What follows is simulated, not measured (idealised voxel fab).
process module | voxel transistor to metal
cross-section cut | 160 nm wide | cells 5 nm
A cross-section is a grid of square cells, given in bands from the top down. A band is one or more rows of cells.
Each band's line starts with the height of the band's top and of its bottom, in nm. Then come its materials from left to right, each with its width in nm. One material with "throughout" fills the band from edge to edge. "air" is empty space.
Height 0 is the level under which the wafer as received is all one material. The lowest band goes on downwards, as in "0 down".
A width such as "30 to 40" changes by the same amount from each row of cells to the next, from the band's top row to its bottom row.
"no change" after a step means that no cell of the cross-section changed.
closed voids: empty space of 8 cells or more with no open way to the top, each as width x height at its distance from the left edge, in nm
after a step's settings: what the simulator itself notes on the step
overlay nm, on a step with a mask: how far to the right of its planned place the mask lay; to the left if negative
plan
1 op RECEIVE | material Si
2 op CONFORMAL_DEP | material SiO2 | thk nm 5
3 op CONFORMAL_DEP | material SiN | thk nm 10
4 op MASKED_ETCH | tone cover | mask id ACTIVE | width nm 110 | etch materials SiN | depth nm 10 | overlay nm 0
5 op MASKED_ETCH | tone cover | mask id ACTIVE | width nm 110 | etch materials SiO2 | depth nm 5 | overlay nm 0
6 op MASKED_ETCH | tone cover | mask id ACTIVE | width nm 110 | etch materials Si | depth nm 35 | overlay nm 0
7 op OXIDIZE | depth nm 5
8 op FILL_DEP | material SiO2 | thk nm 5
9 op CMP | height nm 15
10 op SELECTIVE_ETCH | etch materials SiO2 | depth nm 10
11 op STRIP | etch materials SiN
12 op SELECTIVE_ETCH | etch materials SiO2 | depth nm 5
13 op OXIDIZE | depth nm 5
14 op DIRECTIONAL_DEP | material polySi | thk nm 20
15 op DIRECTIONAL_DEP | material SiCN | thk nm 10
16 op MASKED_ETCH | tone cover | mask id GATE | width nm 20 | etch materials SiCN | depth nm 20 | overlay nm 0
17 op MASKED_ETCH | tone cover | mask id GATE | width nm 20 | etch materials polySi | depth nm 30 | overlay nm 0
18 op CONFORMAL_DEP | material SiN | thk nm 10
19 op DIRECTIONAL_ETCH | etch materials SiN | depth nm 10
20 op DIRECTIONAL_ETCH | etch materials SiO2 | depth nm 5
21 op DIRECTIONAL_ETCH | etch materials Si | depth nm 10
22 op EPI | material nSi | thk nm 10
23 op FILL_DEP | material SiO2 | thk nm 10
24 op CMP | height nm 30
25 op DIRECTIONAL_DEP | material SiO2 | thk nm 15
26 op MASKED_ETCH | tone open | mask id CONTACT | width nm 30 | pitch nm 60 | etch materials SiO2 | depth nm 50 | overlay nm 0
27 op CONFORMAL_DEP | material TiN | thk nm 5
28 op FILL_DEP | material W | thk nm 10
29 op CMP | height nm 45
30 op DIRECTIONAL_DEP | material TiN | thk nm 5
31 op DIRECTIONAL_DEP | material W | thk nm 25
32 op PATTERN | tone cover | mask id METAL_1 | material resist | width nm 20 | pitch nm 70 | thk nm 15 | overlay nm 0
33 op DIRECTIONAL_ETCH | etch materials W | depth nm 25
34 op DIRECTIONAL_ETCH | etch materials TiN | depth nm 5
35 op STRIP | etch materials resist
36 op CONFORMAL_DEP | material SiCN | thk nm 5
37 op FILL_DEP | material SiO2 | thk nm 5
38 op CMP | height nm 75
39 op CONFORMAL_DEP | material SiCN | thk nm 5
as received, after step 1
  0 down: Si throughout
  closed voids: none
a wafer at the end: this start, this plan, one mistake
  80 to 75: SiCN throughout
  75 to 50: SiO2 30 | SiCN 5 | W 20 | SiCN 5 | SiO2 40 | SiCN 5 | W 20 | SiCN 5 | SiO2 30
  50 to 45: SiCN 35 | TiN 20 | SiCN 50 | TiN 20 | SiCN 35
  45 to 35: SiO2 35 | TiN 5 | W 20 | TiN 5 | SiO2 30 | TiN 5 | W 20 | TiN 5 | SiO2 35
  35 to 30: SiO2 35 | TiN 5 | W 15 | TiN 10 | SiO2 30 | TiN 10 | W 15 | TiN 5 | SiO2 35
  30 to 20: SiO2 35 | TiN 5 | W 15 | TiN 5 | SiN 10 | SiCN 20 | SiN 10 | TiN 5 | W 15 | TiN 5 | SiO2 35
  20 to 15: SiO2 35 | TiN 5 | W 15 | TiN 5 | SiN 10 | polySi 20 | SiN 10 | TiN 5 | W 15 | TiN 5 | SiO2 35
  15 to 10: SiO2 35 | TiN 25 | SiN 10 | polySi 20 | SiN 10 | TiN 25 | SiO2 35
  10 to 5: SiO2 60 | SiN 10 | polySi 20 | SiN 10 | SiO2 60
  5 to 0: SiO2 50 | nSi 10 | SiN 10 | polySi 20 | SiN 10 | nSi 10 | SiO2 50
  0 to -5: SiO2 50 | nSi 10 | SiO2 40 | nSi 10 | SiO2 50
  -5 to -15: SiO2 30 | nSi 30 | Si 40 | nSi 30 | SiO2 30
  -15 to -40: SiO2 30 | Si 100 | SiO2 30
  -40 down: Si throughout
  closed voids: none
what went wrong: step 25 was run twice
